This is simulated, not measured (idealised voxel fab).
Process module in this document: voxel gate over fins
The cross-section shown here is cut; it is 220 nm wide and divided into square cells measuring 5 nm on a side.
If you're reading a cross-section in this doc, picture square cells in a grid; it comes to you as bands, top ones listed first down to the bottom, and a band can be one or more rows of cells. Quick guide to a band line: top height, bottom height (nm) up front; then every material left to right with its width in nm. Only one material and it's marked "full width"? Then it fills the band edge to edge. And "blank" just means empty space. Heights are measured from 0, the level below which the as-received wafer is all one material; the lowest band has no bottom and continues downward, written as in "0 down". Graded width ("30 to 40"): value in top row of band = first number; value in bottom row = second number; row-to-row change constant. A step reported as "all unchanged" is a step in which no cell of the cross-section changed. The entry "Tabulated closed voids" lists the empty spaces that cover at least 8 cells and have no open path to the top. Each is written as width x height at distance, where the distance is measured from the left edge and all three values are in nm. Anything after a step's settings on that line? It's the simulator's own note about the step. overlay nm: how far to the right of its planned place the mask lay on this masked step (negative: to the left).

## Here's what the planned process steps look like
1. RECEIVE,material Si
2. CONFORMAL_DEP,material SiN,thk nm 10
3. DIRECTIONAL_DEP,material aC,thk nm 15
4. PATTERN,tone cover,mask id FINS,material resist,width nm 15,pitch nm 40,thk nm 35,overlay nm 0
5. DIRECTIONAL_ETCH,etch materials aC,depth nm 15
6. STRIP,etch materials resist
7. DIRECTIONAL_ETCH,etch materials SiN,depth nm 10
8. DIRECTIONAL_ETCH,etch materials Si,depth nm 40
9. STRIP,etch materials aC
10. OXIDIZE,depth nm 5
11. FILL_DEP,material SiO2,thk nm 5
12. CMP,height nm 10
13. SELECTIVE_ETCH,etch materials SiO2,depth nm 25
14. STRIP,etch materials SiN
15. CONFORMAL_DEP,material HfO2,thk nm 5
16. CONFORMAL_DEP,material TiN,thk nm 5
17. CONFORMAL_DEP,material TiAl,thk nm 5
18. CONFORMAL_DEP,material TiN,thk nm 5
19. FILL_DEP,material W,thk nm 15
20. CMP,height nm 30
21. CONFORMAL_DEP,material SiCN,thk nm 5

## Cross-section of the wafer as it came to us, i.e., already through step 1
- 0 down = Si full width
- Tabulated closed voids: none

## The module was run from the start shown above using the plan shown above, but one mistake was made doing it; the resulting wafer cross-section is below
- 35 to 30 = SiCN full width
- 30 to 20 = W full width
- 20 to 15 = W 25 / TiN 165 / W 30
- 15 to 10 = W 25 / TiN 5 / TiAl 35 / TiN 5 / TiAl 35 / TiN 5 / TiAl 35 / TiN 5 / TiAl 35 / TiN 5 / W 30
- 10 to 5 = W 25 / TiN 5 / TiAl 5 / TiN 25 / TiAl 5 / TiN 5 / TiAl 5 / TiN 25 / TiAl 5 / TiN 5 / TiAl 5 / TiN 25 / TiAl 5 / TiN 5 / TiAl 5 / TiN 25 / TiAl 5 / TiN 5 / W 30
- 5 to 0 = TiN 30 / TiAl 5 / TiN 5 / SiN 15 / TiN 5 / TiAl 5 / TiN 5 / TiAl 5 / TiN 5 / SiN 15 / TiN 5 / TiAl 5 / TiN 5 / TiAl 5 / TiN 5 / SiN 15 / TiN 5 / TiAl 5 / TiN 5 / TiAl 5 / TiN 5 / SiN 15 / TiN 5 / TiAl 5 / TiN 35
- 0 to -5 = TiAl 35 / TiN 5 / SiN 5 / Si 5 / SiN 5 / TiN 5 / TiAl 15 / TiN 5 / SiN 5 / Si 5 / SiN 5 / TiN 5 / TiAl 15 / TiN 5 / SiN 5 / Si 5 / SiN 5 / TiN 5 / TiAl 15 / TiN 5 / SiN 5 / Si 5 / SiN 5 / TiN 5 / TiAl 40
- -5 to -10 = TiN 40 / SiN 5 / Si 5 / SiN 5 / TiN 25 / SiN 5 / Si 5 / SiN 5 / TiN 25 / SiN 5 / Si 5 / SiN 5 / TiN 25 / SiN 5 / Si 5 / SiN 5 / TiN 45
- -10 to -15 = SiN 45 / Si 5 / SiN 35 / Si 5 / SiN 35 / Si 5 / SiN 35 / Si 5 / SiN 50
- -15 to -45 = SiO2 45 / Si 5 / SiO2 35 / Si 5 / SiO2 35 / Si 5 / SiO2 35 / Si 5 / SiO2 50
- -45 down = Si full width
- Tabulated closed voids: none
what went wrong: in deviation from the planned setting, step 15 was conducted as CONFORMAL_DEP,material SiN,thk nm 5
